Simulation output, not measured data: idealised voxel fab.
process module | voxel released beams
cross-section cut | 275 nm wide | cells 5 nm
A cross-section is a grid of square cells, given in bands from the top down. A band is one or more rows of cells.
Each band's line starts with the height of the band's top and of its bottom, in nm. Then come its materials from left to right, each with its width in nm. One material with "throughout" fills the band from edge to edge. "air" is empty space.
Height 0 is the level under which the wafer as received is all one material. The lowest band goes on downwards, as in "0 down".
A width such as "30 to 40" changes by the same amount from each row of cells to the next, from the band's top row to its bottom row.
"no change" after a step means that no cell of the cross-section changed.
closed voids: empty space of 8 cells or more with no open way to the top, each as width x height at its distance from the left edge, in nm
after a step's settings: what the simulator itself notes on the step
overlay nm, on a step with a mask: how far to the right of its planned place the mask lay; to the left if negative
Each pair below shows a cross-section before one step and the cross-section after it, down to the lowest band that changed. The line under each pair gives the step between them, with its settings. The pairs can come from different runs of this module on the same starting wafer, so a pair continues from the pair above only where its "before" says so.
before
  0 down: Si throughout
  closed voids: none
after
  10 to 0: SiN throughout
  below 0: unchanged
  closed voids: none
the step between: op CONFORMAL_DEP | material SiN | thk nm 10
before: the cross-section after the pair above
after
  30 to 10: SiO2 throughout
  below 10: unchanged
  closed voids: none
the step between: op DIRECTIONAL_DEP | material SiO2 | thk nm 20
before: the cross-section after the pair above
after
  45 to 30: aC throughout
  below 30: unchanged
  closed voids: none
the step between: op DIRECTIONAL_DEP | material aC | thk nm 15
before: the cross-section after the pair above
after
  80 to 45: resist 100 | air 30 | resist 145
  below 45: unchanged
  closed voids: none
the step between: op PATTERN | tone open | mask id ANCHOR | material resist | width nm 30 | thk nm 35 | overlay nm 0
before: the cross-section after the pair above
after
  65 to 45: resist 100 | air 30 | resist 145
  45 to 30: aC 100 | air 30 | aC 145
  below 30: unchanged
  closed voids: none
the step between: op DIRECTIONAL_ETCH | etch materials aC | depth nm 15
before: the cross-section after the pair above
after
  45 to 30: aC 100 | air 30 | aC 145
  below 30: unchanged
  closed voids: none
the step between: op STRIP | etch materials resist
before: the cross-section after the pair above
after
  45 to 30: aC 100 | air 30 | aC 145
  30 to 10: SiO2 100 | air 30 | SiO2 145
  below 10: unchanged
  closed voids: none
the step between: op DIRECTIONAL_ETCH | etch materials SiO2 | depth nm 20
before: the cross-section after the pair above
after
  30 to 10: SiO2 100 | air 30 | SiO2 145
  below 10: unchanged
  closed voids: none
the step between: op STRIP | etch materials aC
before: the cross-section after the pair above
after
  40 to 30: TiN 110 | air 10 | TiN 155
  30 to 20: SiO2 100 | TiN 10 | air 10 | TiN 10 | SiO2 145
  20 to 10: SiO2 100 | TiN 30 | SiO2 145
  below 10: unchanged
  closed voids: none
the step between: op CONFORMAL_DEP | material TiN | thk nm 10
before: the cross-section after the pair above
after
  55 to 40: air 95 | resist 75 | air 105
  40 to 30: TiN 110 | resist 10 | TiN 155
  30 to 20: SiO2 100 | TiN 10 | resist 10 | TiN 10 | SiO2 145
  below 20: unchanged
  closed voids: none
the step between: op PATTERN | tone cover | mask id BEAM | material resist | width nm 75 | thk nm 15 | overlay nm 0
before: the cross-section after the pair above
after
  55 to 40: air 95 | resist 75 | air 105
  40 to 30: air 95 | TiN 15 | resist 10 | TiN 50 | air 105
  below 30: unchanged
  closed voids: none
the step between: op DIRECTIONAL_ETCH | etch materials TiN | depth nm 10
before: the cross-section after the pair above
after
  40 to 30: air 95 | TiN 15 | air 10 | TiN 50 | air 105
  30 to 20: SiO2 100 | TiN 10 | air 10 | TiN 10 | SiO2 145
  below 20: unchanged
  closed voids: none
the step between: op STRIP | etch materials resist
before: the cross-section after the pair above
after
  40 to 30: air 95 | TiN 15 | air 10 | TiN 50 | air 105
  30 to 20: air 100 | TiN 10 | air 10 | TiN 10 | air 145
  20 to 10: air 100 | TiN 30 | air 145
  below 10: unchanged
  closed voids: none
the step between: op STRIP | etch materials SiO2
before
  0 down: Si throughout
  closed voids: none
after
  20 to 0: SiO2 throughout
  below 0: unchanged
  closed voids: none
the step between: op DIRECTIONAL_DEP | material SiO2 | thk nm 20
before: the cross-section after the pair above
after
  35 to 20: aC throughout
  below 20: unchanged
  closed voids: none
the step between: op DIRECTIONAL_DEP | material aC | thk nm 15
before: the cross-section after the pair above
after
  70 to 35: resist 100 | air 30 | resist 145
  below 35: unchanged
  closed voids: none
the step between: op PATTERN | tone open | mask id ANCHOR | material resist | width nm 30 | thk nm 35 | overlay nm 0
before: the cross-section after the pair above
after
  55 to 35: resist 100 | air 30 | resist 145
  35 to 20: aC 100 | air 30 | aC 145
  below 20: unchanged
  closed voids: none
the step between: op DIRECTIONAL_ETCH | etch materials aC | depth nm 15
before: the cross-section after the pair above
after
  35 to 20: aC 100 | air 30 | aC 145
  below 20: unchanged
  closed voids: none
the step between: op STRIP | etch materials resist
before: the cross-section after the pair above
after
  35 to 20: aC 100 | air 30 | aC 145
  20 to 0: SiO2 100 | air 30 | SiO2 145
  below 0: unchanged
  closed voids: none
the step between: op DIRECTIONAL_ETCH | etch materials SiO2 | depth nm 20
before: the cross-section after the pair above
after
  20 to 0: SiO2 100 | air 30 | SiO2 145
  below 0: unchanged
  closed voids: none
the step between: op STRIP | etch materials aC
before: the cross-section after the pair above
after
  30 to 20: TiN 110 | air 10 | TiN 155
  20 to 10: SiO2 100 | TiN 10 | air 10 | TiN 10 | SiO2 145
  10 to 0: SiO2 100 | TiN 30 | SiO2 145
  below 0: unchanged
  closed voids: none
the step between: op CONFORMAL_DEP | material TiN | thk nm 10
before: the cross-section after the pair above
after
  45 to 30: air 95 | resist 75 | air 105
  30 to 20: TiN 110 | resist 10 | TiN 155
  20 to 10: SiO2 100 | TiN 10 | resist 10 | TiN 10 | SiO2 145
  below 10: unchanged
  closed voids: none
the step between: op PATTERN | tone cover | mask id BEAM | material resist | width nm 75 | thk nm 15 | overlay nm 0
before: the cross-section after the pair above
after
  45 to 30: air 95 | resist 75 | air 105
  30 to 20: air 95 | TiN 15 | resist 10 | TiN 50 | air 105
  below 20: unchanged
  closed voids: none
the step between: op DIRECTIONAL_ETCH | etch materials TiN | depth nm 10
before: the cross-section after the pair above
after
  30 to 20: air 95 | TiN 15 | air 10 | TiN 50 | air 105
  20 to 10: SiO2 100 | TiN 10 | air 10 | TiN 10 | SiO2 145
  below 10: unchanged
  closed voids: none
the step between: op STRIP | etch materials resist
before: the cross-section after the pair above
after
  30 to 20: air 95 | TiN 15 | air 10 | TiN 50 | air 105
  20 to 10: air 100 | TiN 10 | air 10 | TiN 10 | air 145
  10 to 0: air 100 | TiN 30 | air 145
  below 0: unchanged
  closed voids: none
the step between: op STRIP | etch materials SiO2
before
  20 to 0: SiO2 throughout
  0 down: Si throughout
  closed voids: none
after
  30 to 20: SiN throughout
  below 20: unchanged
  closed voids: none
the step between: op CONFORMAL_DEP | material SiN | thk nm 10
before: the cross-section after the pair above
after
  45 to 30: aC throughout
  below 30: unchanged
  closed voids: none
the step between: op DIRECTIONAL_DEP | material aC | thk nm 15
before: the cross-section after the pair above
after
  80 to 45: resist 100 | air 30 | resist 145
  below 45: unchanged
  closed voids: none
the step between: op PATTERN | tone open | mask id ANCHOR | material resist | width nm 30 | thk nm 35 | overlay nm 0
before: the cross-section after the pair above
after
  65 to 45: resist 100 | air 30 | resist 145
  45 to 30: aC 100 | air 30 | aC 145
  below 30: unchanged
  closed voids: none
the step between: op DIRECTIONAL_ETCH | etch materials aC | depth nm 15
before: the cross-section after the pair above
after
  45 to 30: aC 100 | air 30 | aC 145
  below 30: unchanged
  closed voids: none
the step between: op STRIP | etch materials resist
before: the cross-section after the pair above
after
  30 to 20: SiN throughout
  below 20: unchanged
  closed voids: none
the step between: op STRIP | etch materials aC
before: the cross-section after the pair above
after
  40 to 30: TiN throughout
  below 30: unchanged
  closed voids: none
the step between: op CONFORMAL_DEP | material TiN | thk nm 10
before: the cross-section after the pair above
after
  55 to 40: air 95 | resist 75 | air 105
  below 40: unchanged
  closed voids: none
the step between: op PATTERN | tone cover | mask id BEAM | material resist | width nm 75 | thk nm 15 | overlay nm 0
before: the cross-section after the pair above
after
  55 to 40: air 95 | resist 75 | air 105
  40 to 30: air 95 | TiN 75 | air 105
  below 30: unchanged
  closed voids: none
the step between: op DIRECTIONAL_ETCH | etch materials TiN | depth nm 10
before: the cross-section after the pair above
after
  40 to 30: air 95 | TiN 75 | air 105
  below 30: unchanged
  closed voids: none
the step between: op STRIP | etch materials resist
before
  55 to 40: air 95 | resist 75 | air 105
  40 to 30: TiN 110 | resist 10 | TiN 155
  30 to 20: SiO2 100 | TiN 10 | resist 10 | TiN 10 | SiO2 145
  20 to 10: SiO2 100 | TiN 30 | SiO2 145
  10 to 0: SiN throughout
  0 down: Si throughout
  closed voids: none
after
  55 to 40: air 95 | resist 75 | air 105
  40 to 35: air 95 | TiN 15 | resist 10 | TiN 50 | air 105
  below 35: unchanged
  closed voids: none
the step between: op DIRECTIONAL_ETCH | etch materials TiN | depth nm 5
before: the cross-section after the pair above
after
  40 to 35: air 95 | TiN 15 | air 10 | TiN 50 | air 105
  35 to 30: TiN 110 | air 10 | TiN 155
  30 to 20: SiO2 100 | TiN 10 | air 10 | TiN 10 | SiO2 145
  below 20: unchanged
  closed voids: none
the step between: op STRIP | etch materials resist
before
  45 to 30: aC throughout
  30 to 10: SiO2 throughout
  10 to 0: SiN throughout
  0 down: Si throughout
  closed voids: none
after
  80 to 45: resist 95 | air 40 | resist 140
  below 45: unchanged
  closed voids: none
the step between: op PATTERN | tone open | mask id ANCHOR | material resist | width nm 40 | thk nm 35 | overlay nm 0
before: the cross-section after the pair above
after
  65 to 45: resist 95 | air 40 | resist 140
  45 to 30: aC 95 | air 40 | aC 140
  below 30: unchanged
  closed voids: none
the step between: op DIRECTIONAL_ETCH | etch materials aC | depth nm 15
before: the cross-section after the pair above
after
  45 to 30: aC 95 | air 40 | aC 140
  below 30: unchanged
  closed voids: none
the step between: op STRIP | etch materials resist
before: the cross-section after the pair above
after
  45 to 30: aC 95 | air 40 | aC 140
  30 to 10: SiO2 95 | air 40 | SiO2 140
  below 10: unchanged
  closed voids: none
the step between: op DIRECTIONAL_ETCH | etch materials SiO2 | depth nm 20
before: the cross-section after the pair above
after
  30 to 10: SiO2 95 | air 40 | SiO2 140
  below 10: unchanged
  closed voids: none
the step between: op STRIP | etch materials aC
before: the cross-section after the pair above
after
  40 to 30: TiN 105 | air 20 | TiN 150
  30 to 20: SiO2 95 | TiN 10 | air 20 | TiN 10 | SiO2 140
  20 to 10: SiO2 95 | TiN 40 | SiO2 140
  below 10: unchanged
  closed voids: none
the step between: op CONFORMAL_DEP | material TiN | thk nm 10
before: the cross-section after the pair above
after
  55 to 40: air 95 | resist 75 | air 105
  40 to 30: TiN 105 | resist 20 | TiN 150
  30 to 20: SiO2 95 | TiN 10 | resist 20 | TiN 10 | SiO2 140
  below 20: unchanged
  closed voids: none
the step between: op PATTERN | tone cover | mask id BEAM | material resist | width nm 75 | thk nm 15 | overlay nm 0
before: the cross-section after the pair above
after
  55 to 40: air 95 | resist 75 | air 105
  40 to 30: air 95 | TiN 10 | resist 20 | TiN 45 | air 105
  below 30: unchanged
  closed voids: none
the step between: op DIRECTIONAL_ETCH | etch materials TiN | depth nm 10
before: the cross-section after the pair above
after
  40 to 30: air 95 | TiN 10 | air 20 | TiN 45 | air 105
  30 to 20: SiO2 95 | TiN 10 | air 20 | TiN 10 | SiO2 140
  below 20: unchanged
  closed voids: none
the step between: op STRIP | etch materials resist
before: the cross-section after the pair above
after
  40 to 30: air 95 | TiN 10 | air 20 | TiN 45 | air 105
  30 to 20: air 95 | TiN 10 | air 20 | TiN 10 | air 140
  20 to 10: air 95 | TiN 40 | air 140
  below 10: unchanged
  closed voids: none
the step between: op STRIP | etch materials SiO2
before
  45 to 30: aC throughout
  30 to 10: SiO2 throughout
  10 to 0: SiN throughout
  0 down: Si throughout
  closed voids: none
after
  80 to 45: resist 95 | air 30 | resist 150
  below 45: unchanged
  closed voids: none
the step between: op PATTERN | tone open | mask id ANCHOR | material resist | width nm 30 | thk nm 35 | overlay nm -5
before: the cross-section after the pair above
after
  65 to 45: resist 95 | air 30 | resist 150
  45 to 30: aC 95 | air 30 | aC 150
  below 30: unchanged
  closed voids: none
the step between: op DIRECTIONAL_ETCH | etch materials aC | depth nm 15
before: the cross-section after the pair above
after
  45 to 30: aC 95 | air 30 | aC 150
  below 30: unchanged
  closed voids: none
the step between: op STRIP | etch materials resist
before: the cross-section after the pair above
after
  45 to 30: aC 95 | air 30 | aC 150
  30 to 10: SiO2 95 | air 30 | SiO2 150
  below 10: unchanged
  closed voids: none
the step between: op DIRECTIONAL_ETCH | etch materials SiO2 | depth nm 20
before: the cross-section after the pair above
after
  30 to 10: SiO2 95 | air 30 | SiO2 150
  below 10: unchanged
  closed voids: none
the step between: op STRIP | etch materials aC
before: the cross-section after the pair above
after
  40 to 30: TiN 105 | air 10 | TiN 160
  30 to 20: SiO2 95 | TiN 10 | air 10 | TiN 10 | SiO2 150
  20 to 10: SiO2 95 | TiN 30 | SiO2 150
  below 10: unchanged
  closed voids: none
the step between: op CONFORMAL_DEP | material TiN | thk nm 10
before: the cross-section after the pair above
after
  55 to 40: air 95 | resist 75 | air 105
  40 to 30: TiN 105 | resist 10 | TiN 160
  30 to 20: SiO2 95 | TiN 10 | resist 10 | TiN 10 | SiO2 150
  below 20: unchanged
  closed voids: none
the step between: op PATTERN | tone cover | mask id BEAM | material resist | width nm 75 | thk nm 15 | overlay nm 0
before: the cross-section after the pair above
after
  55 to 40: air 95 | resist 75 | air 105
  40 to 30: air 95 | TiN 10 | resist 10 | TiN 55 | air 105
  below 30: unchanged
  closed voids: none
the step between: op DIRECTIONAL_ETCH | etch materials TiN | depth nm 10
before: the cross-section after the pair above
after
  40 to 30: air 95 | TiN 10 | air 10 | TiN 55 | air 105
  30 to 20: SiO2 95 | TiN 10 | air 10 | TiN 10 | SiO2 150
  below 20: unchanged
  closed voids: none
the step between: op STRIP | etch materials resist
before: the cross-section after the pair above
after
  40 to 30: air 95 | TiN 10 | air 10 | TiN 55 | air 105
  30 to 20: air 95 | TiN 10 | air 10 | TiN 10 | air 150
  20 to 10: air 95 | TiN 30 | air 150
  below 10: unchanged
  closed voids: none
the step between: op STRIP | etch materials SiO2
before
  10 to 0: SiN throughout
  0 down: Si throughout
  closed voids: none
after
  30 to 0: SiN throughout
  below 0: unchanged
  closed voids: none
the step between: op DIRECTIONAL_DEP | material SiN | thk nm 20
before: the cross-section after the pair above
after
  45 to 30: aC throughout
  below 30: unchanged
  closed voids: none
the step between: op DIRECTIONAL_DEP | material aC | thk nm 15
before: the cross-section after the pair above
after
  80 to 45: resist 100 | air 30 | resist 145
  below 45: unchanged
  closed voids: none
the step between: op PATTERN | tone open | mask id ANCHOR | material resist | width nm 30 | thk nm 35 | overlay nm 0
before: the cross-section after the pair above
after
  65 to 45: resist 100 | air 30 | resist 145
  45 to 30: aC 100 | air 30 | aC 145
  below 30: unchanged
  closed voids: none
the step between: op DIRECTIONAL_ETCH | etch materials aC | depth nm 15
before: the cross-section after the pair above
after
  45 to 30: aC 100 | air 30 | aC 145
  below 30: unchanged
  closed voids: none
the step between: op STRIP | etch materials resist
before: the cross-section after the pair above
after
  30 to 0: SiN throughout
  below 0: unchanged
  closed voids: none
the step between: op STRIP | etch materials aC
before: the cross-section after the pair above
after
  40 to 30: TiN throughout
  below 30: unchanged
  closed voids: none
the step between: op CONFORMAL_DEP | material TiN | thk nm 10
before: the cross-section after the pair above
after
  55 to 40: air 95 | resist 75 | air 105
  below 40: unchanged
  closed voids: none
the step between: op PATTERN | tone cover | mask id BEAM | material resist | width nm 75 | thk nm 15 | overlay nm 0
before: the cross-section after the pair above
after
  55 to 40: air 95 | resist 75 | air 105
  40 to 30: air 95 | TiN 75 | air 105
  below 30: unchanged
  closed voids: none
the step between: op DIRECTIONAL_ETCH | etch materials TiN | depth nm 10
before: the cross-section after the pair above
after
  40 to 30: air 95 | TiN 75 | air 105
  below 30: unchanged
  closed voids: none
the step between: op STRIP | etch materials resist
before
  45 to 30: aC throughout
  30 to 10: SiO2 throughout
  10 to 0: SiN throughout
  0 down: Si throughout
  closed voids: none
after
  80 to 45: air 100 | resist 30 | air 145
  below 45: unchanged
  closed voids: none
the step between: op PATTERN | tone cover | mask id ANCHOR | material resist | width nm 30 | thk nm 35 | overlay nm 0
before: the cross-section after the pair above
after
  65 to 45: air 100 | resist 30 | air 145
  45 to 30: air 100 | aC 30 | air 145
  below 30: unchanged
  closed voids: none
the step between: op DIRECTIONAL_ETCH | etch materials aC | depth nm 15
before: the cross-section after the pair above
after
  45 to 30: air 100 | aC 30 | air 145
  below 30: unchanged
  closed voids: none
the step between: op STRIP | etch materials resist
before: the cross-section after the pair above
after
  45 to 30: air 100 | aC 30 | air 145
  30 to 10: air 100 | SiO2 30 | air 145
  below 10: unchanged
  closed voids: none
the step between: op DIRECTIONAL_ETCH | etch materials SiO2 | depth nm 20
before: the cross-section after the pair above
after
  30 to 10: air 100 | SiO2 30 | air 145
  below 10: unchanged
  closed voids: none
the step between: op STRIP | etch materials aC
before: the cross-section after the pair above
after
  40 to 30: air 90 | TiN 50 | air 135
  30 to 20: air 90 | TiN 10 | SiO2 30 | TiN 10 | air 135
  20 to 10: TiN 100 | SiO2 30 | TiN 145
  below 10: unchanged
  closed voids: none
the step between: op CONFORMAL_DEP | material TiN | thk nm 10
before: the cross-section after the pair above
after
  55 to 40: air 95 | resist 75 | air 105
  40 to 30: air 90 | TiN 50 | resist 30 | air 105
  30 to 20: air 90 | TiN 10 | SiO2 30 | TiN 10 | resist 30 | air 105
  below 20: unchanged
  closed voids: none
the step between: op PATTERN | tone cover | mask id BEAM | material resist | width nm 75 | thk nm 15 | overlay nm 0
before: the cross-section after the pair above
after
  55 to 40: air 95 | resist 75 | air 105
  40 to 30: air 95 | TiN 45 | resist 30 | air 105
  30 to 20: air 90 | TiN 10 | SiO2 30 | TiN 10 | resist 30 | air 105
  20 to 10: air 90 | TiN 10 | SiO2 30 | TiN 40 | air 105
  below 10: unchanged
  closed voids: none
the step between: op DIRECTIONAL_ETCH | etch materials TiN | depth nm 10
before: the cross-section after the pair above
after
  40 to 30: air 95 | TiN 45 | air 135
  30 to 20: air 90 | TiN 10 | SiO2 30 | TiN 10 | air 135
  below 20: unchanged
  closed voids: none
the step between: op STRIP | etch materials resist
